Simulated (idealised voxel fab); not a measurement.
The following process module bears the name voxel capacitor over wiring.
The cross-section on display is named cut; it measures 265 nm wide, and its cells are 5 nm squares.
How to read a cross-section here: the picture is a grid of square cells, written as bands going from the top down, and any band can span one or more rows of cells. The entry gives the band's vertical extent as a top height and a bottom height in nm, then its horizontal make-up as materials from left to right, each with a width in nm. "air" stands for empty space; a single material marked "all across" fills the band edge to edge. Heights are reckoned from 0. Under this level, the received wafer is all of one material. The bottommost band is open-ended downward, for example "0 nm and below". The expression "30 to 40" gives the width at the extremes of the band, the first number at its top row of cells and the second at its bottom row, with the width changing by equal amounts from each row to the next in between. It should be understood that the words "left unchanged", when stated for a given step, signify that the cross-section underwent no change in any of its cells during that step. Heads up: "closed voids" only lists the empty pockets with no open path to the top that are 8 cells or more, and it writes them as width x height at distance, distance from the left edge, in nm. If you see something after the settings on a step's line, that's the simulator's own remark about that step. A step line may carry the setting "overlay nm", which, for steps involving a mask, states the distance by which the mask lay to the right of its intended position; negative values denote displacement to the left.
-- Process steps (planned)
1) RECEIVE | material Si
2) CONFORMAL_DEP | material SiO2 | thk nm 15
3) CONFORMAL_DEP | material SiCN | thk nm 5
4) DIRECTIONAL_DEP | material SiO2 | thk nm 20
5) MASKED_ETCH | tone open | mask id METAL_1 | width nm 30 | pitch nm 90 | etch materials SiO2 | depth nm 20 | overlay nm 0
6) MASKED_ETCH | tone open | mask id METAL_1 | width nm 30 | pitch nm 90 | etch materials SiCN | depth nm 5 | overlay nm 0
7) CONFORMAL_DEP | material TiN | thk nm 5
8) FILL_DEP | material Cu | thk nm 10
9) CMP | height nm 40
10) CONFORMAL_DEP | material SiCN | thk nm 5
11) DIRECTIONAL_DEP | material lowk | thk nm 15
12) PATTERN | tone open | mask id PLUG_1 | material resist | width nm 15 | thk nm 20 | overlay nm 0
13) DIRECTIONAL_ETCH | etch materials lowk | depth nm 15
14) DIRECTIONAL_ETCH | etch materials SiCN | depth nm 5
15) STRIP | etch materials resist
16) EPI | material Ru | thk nm 10
17) EPI | material Ru | thk nm 10
18) DIRECTIONAL_DEP | material TiN | thk nm 5
19) DIRECTIONAL_DEP | material HfO2 | thk nm 5
20) DIRECTIONAL_DEP | material TiN | thk nm 5
21) DIRECTIONAL_DEP | material aC | thk nm 15
22) PATTERN | tone cover | mask id UPPER_PLATE | material resist | width nm 65 | thk nm 30 | overlay nm 0
23) DIRECTIONAL_ETCH | etch materials aC | depth nm 15
24) STRIP | etch materials resist
25) DIRECTIONAL_ETCH | etch materials TiN | depth nm 5
26) DIRECTIONAL_ETCH | etch materials HfO2 | depth nm 5
27) STRIP | etch materials aC
28) MASKED_ETCH | tone cover | mask id LOWER_PLATE | width nm 75 | etch materials TiN | depth nm 5 | overlay nm 0
29) FILL_DEP | material SiO2 | thk nm 15
30) CMP | height nm 85
31) DIRECTIONAL_DEP | material aC | thk nm 15
32) PATTERN | tone open | mask id PLUG_2 | material resist | width nm 15 | thk nm 30 | overlay nm 0
33) DIRECTIONAL_ETCH | etch materials aC | depth nm 15
34) STRIP | etch materials resist
35) DIRECTIONAL_ETCH | etch materials SiO2 | depth nm 10
36) STRIP | etch materials aC
37) CONFORMAL_DEP | material TiN | thk nm 5
38) FILL_DEP | material Cu | thk nm 5
39) CMP | height nm 85
40) CONFORMAL_DEP | material SiCN | thk nm 5
-- Cross-section of the incoming wafer, state after step 1
0 nm and below | Si all across
closed voids: none
-- Cross-sectional result after module completion. Note: starting condition and plan are unchanged from above; one processing mistake was made
90 nm to 85 nm | SiCN all across
85 nm to 80 nm | 95 of SiO2; 5 of TiN; 5 of Cu; 5 of TiN; 155 of SiO2
80 nm to 70 nm | 95 to 85 of SiO2; 15 to 65 of TiN; 155 to 115 of SiO2
70 nm to 65 nm | 85 of SiO2; 65 of HfO2; 115 of SiO2
65 nm to 60 nm | 80 of SiO2; 75 of TiN; 110 of SiO2
60 nm to 45 nm | 85 of lowk; 15 of Ru; 165 of lowk
45 nm to 40 nm | 85 of SiCN; 15 of Ru; 165 of SiCN
40 nm to 35 nm | 70 of SiO2; 5 of TiN; 20 of Cu; 5 of TiN; 60 of SiO2; 5 of TiN; 20 of Cu; 5 of TiN; 75 of SiO2
35 nm to 30 nm | 70 of SiCN; 30 of TiN; 60 of SiCN; 30 of TiN; 75 of SiCN
30 nm to 0 nm | SiO2 all across
0 nm and below | Si all across
closed voids: none
Where did the run depart from the plan? twice, step 2 of the plan was run
